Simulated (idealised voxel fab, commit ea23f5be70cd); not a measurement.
process module | voxel quadruple lines
cross-section cut | 170 nm wide | cells 5 nm
A cross-section is a grid of square cells, given in bands from the top down. A band is one or more rows of cells.
Each band's line starts with the height of the band's top and of its bottom, in nm. Then come its materials from left to right, each with its width in nm. One material with "throughout" fills the band from edge to edge. "air" is empty space.
Height 0 is the level under which the wafer as received is all one material. The lowest band goes on downwards, as in "0 down".
A width such as "30 to 40" changes by the same amount from each row of cells to the next, from the band's top row to its bottom row.
"no change" after a step means that no cell of the cross-section changed.
closed voids: empty space of 8 cells or more with no open way to the top, each as width x height at its distance from the left edge, in nm
after a step's settings: what the simulator itself notes on the step
overlay nm, on a step with a mask: how far to the right of its planned place the mask lay; to the left if negative
plan
1 op RECEIVE | material Si
2 op CONFORMAL_DEP | material Al2O3 | thk nm 10
3 op DIRECTIONAL_DEP | material Ru | thk nm 15
4 op DIRECTIONAL_DEP | material polySi | thk nm 20
5 op DIRECTIONAL_DEP | material aC | thk nm 25
6 op PATTERN | tone cover | mask id MANDREL | material resist | width nm 30 | thk nm 30 | overlay nm 0
7 op DIRECTIONAL_ETCH | etch materials aC | depth nm 25
8 op STRIP | etch materials resist
9 op CONFORMAL_DEP | material SiO2 | thk nm 10
10 op DIRECTIONAL_ETCH | etch materials SiO2 | depth nm 10
11 op STRIP | etch materials aC
12 op DIRECTIONAL_ETCH | etch materials polySi | depth nm 20
13 op STRIP | etch materials SiO2
14 op CONFORMAL_DEP | material SiN | thk nm 10
15 op DIRECTIONAL_ETCH | etch materials SiN | depth nm 10
16 op STRIP | etch materials polySi
17 op DIRECTIONAL_ETCH | etch materials Ru | depth nm 15
18 op STRIP | etch materials SiN
19 op FILL_DEP | material SiO2 | thk nm 10
20 op CMP | height nm 25
as received, after step 1
  0 down: Si throughout
  closed voids: none
a wafer at the end: this start, this plan, one mistake
  25 to 10: SiO2 60 | Ru 10 | SiO2 10 | Ru 10 | SiO2 10 | Ru 10 | SiO2 10 | Ru 10 | SiO2 40
  10 to 0: Al2O3 throughout
  0 down: Si throughout
  closed voids: none
what went wrong: step 6 ran as: op PATTERN | tone cover | mask id MANDREL | material resist | width nm 30 | thk nm 30 | overlay nm 10
